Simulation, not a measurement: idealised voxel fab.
Herein follows the process module entitled voxel self aligned vias.
Cross-section cut spans 240 nm and uses square cells 5 nm in size.
When this document writes out a cross-section, it uses a grid of square cells and lists it as bands, beginning at the top and moving down, with a band standing for one or more rows of cells.
Top, bottom (nm), then materials left to right with widths (nm); lone material tagged "all across" fills the whole band edge to edge; "air" = empty space.
For the purposes of this specification, 0 denotes the height below which the wafer in its as-received condition is composed wholly of one material, and the lowermost band, lacking a lower limit, extends downward without end, as expressed in "from 0 down".
Think of "30->40" as a width that walks from the first number to the second as you go down the band, top row to bottom row, taking equal-sized steps from row to row.
Basically "changes: none" means that step didn't change any cell in the cross-section.
In "Entrapped voids" the enclosed voids are listed, meaning empty spaces of 8 cells or larger without any opening to the top. The form is width x height at distance, distance from the left edge, units nm.
Read whatever lies past the settings on a step's line as the simulator's own remark about the step.
What "overlay nm" on a step's line means: if the step has a mask, that mask lay this far to the right of its planned place, or, when the value is negative, to the left.

PLAN
| 1 | RECEIVE | material Si |
| 2 | CONFORMAL_DEP | material SiO2 | thk nm 15 |
| 3 | CONFORMAL_DEP | material SiCN | thk nm 5 |
| 4 | DIRECTIONAL_DEP | material lowk | thk nm 25 |
| 5 | DIRECTIONAL_DEP | material aC | thk nm 15 |
| 6 | PATTERN | tone open | mask id LINES | material resist | width nm 25 | pitch nm 65 | thk nm 35 | overlay nm 0 |
| 7 | DIRECTIONAL_ETCH | etch materials aC | depth nm 15 |
| 8 | STRIP | etch materials resist |
| 9 | DIRECTIONAL_ETCH | etch materials lowk | depth nm 25 |
| 10 | STRIP | etch materials aC |
| 11 | CONFORMAL_DEP | material TiN | thk nm 5 |
| 12 | FILL_DEP | material W | thk nm 5 |
| 13 | CMP | height nm 45 |
| 14 | SELECTIVE_ETCH | etch materials W Ru TiN | depth nm 10 |
| 15 | FILL_DEP | material SiN | thk nm 5 |
| 16 | CMP | height nm 45 |
| 17 | DIRECTIONAL_DEP | material lowk | thk nm 15 |
| 18 | MASKED_ETCH | tone open | mask id VIAS | width nm 35 | pitch nm 130 | etch materials lowk | depth nm 15 | overlay nm 0 |
| 19 | MASKED_ETCH | tone open | mask id VIAS | width nm 35 | pitch nm 130 | etch materials SiN | depth nm 10 | overlay nm 0 |
| 20 | CONFORMAL_DEP | material TiN | thk nm 5 |
| 21 | FILL_DEP | material Cu | thk nm 5 |
| 22 | CMP | height nm 60 |
| 23 | CONFORMAL_DEP | material SiCN | thk nm 5 |

WAFER AS RECEIVED: CROSS-SECTION FOLLOWING STEP 1
* from 0 down  Si all across
* Entrapped voids: none

FIRST OF TWO WAFERS, END-OF-MODULE SECTION, RUN FOLLOWED PLAN
* from 65 to 60  SiCN all across
* from 60 to 50  lowk (35) | TiN (5) | Cu (25) | TiN (5) | lowk (95) | TiN (5) | Cu (25) | TiN (5) | lowk (40)
* from 50 to 45  lowk (35) | TiN (10) | Cu (15) | TiN (10) | lowk (95) | TiN (10) | Cu (15) | TiN (10) | lowk (40)
* from 45 to 40  lowk (40) | TiN (5) | Cu (15) | TiN (5) | lowk (40) | SiN (25) | lowk (40) | TiN (5) | Cu (15) | TiN (5) | lowk (45)
* from 40 to 35  lowk (40) | TiN (25) | lowk (40) | SiN (25) | lowk (40) | TiN (25) | lowk (45)
* from 35 to 25  lowk (40) | TiN (5) | W (15) | TiN (5) | lowk (40) | TiN (5) | W (15) | TiN (5) | lowk (40) | TiN (5) | W (15) | TiN (5) | lowk (45)
* from 25 to 20  lowk (40) | TiN (25) | lowk (40) | TiN (25) | lowk (40) | TiN (25) | lowk (45)
* from 20 to 15  SiCN all across
* from 15 to 0  SiO2 all across
* from 0 down  Si all across
* Entrapped voids: none

THIS IS THE SECOND OF THE TWO WAFERS, CROSS-SECTIONED AT THE END OF THE MODULE; IT STARTED EXACTLY LIKE THE FIRST AND WAS GIVEN THE SAME PLAN, BUT IT WAS RUN WITH ONE MISTAKE
* from 65 to 60  SiCN all across
* from 60 to 50  lowk (35) | TiN (5) | Cu (25) | TiN (5) | lowk (95) | TiN (5) | Cu (25) | TiN (5) | lowk (40)
* from 50 to 45  lowk (35) | TiN (35) | lowk (95) | TiN (35) | lowk (40)
* from 45 to 35  SiN (35) | TiN (5) | lowk (25) | TiN (5) | SiN (35) | lowk (25) | SiN (35) | TiN (5) | lowk (25) | TiN (5) | SiN (40)
* from 35 to 25  W (35) | TiN (5) | lowk (25) | TiN (5) | W (30) | TiN (5) | lowk (25) | TiN (5) | W (30) | TiN (5) | lowk (25) | TiN (5) | W (40)
* from 25 to 20  TiN (40) | lowk (25) | TiN (40) | lowk (25) | TiN (40) | lowk (25) | TiN (45)
* from 20 to 15  SiCN all across
* from 15 to 0  SiO2 all across
* from 0 down  Si all across
* Entrapped voids: none
Misprocessing identified: so step 6 ended up running with a different setting than we planned, it ran as PATTERN | tone cover | mask id LINES | material resist | width nm 25 | pitch nm 65 | thk nm 35 | overlay nm 0
Upon completion, the second wafer contains, in terms of cells, a greater or smaller amount of certain materials than the first wafer: 12 fewer of Cu, 48 more of SiN, 18 more of TiN, 36 more of W, 90 fewer of lowk
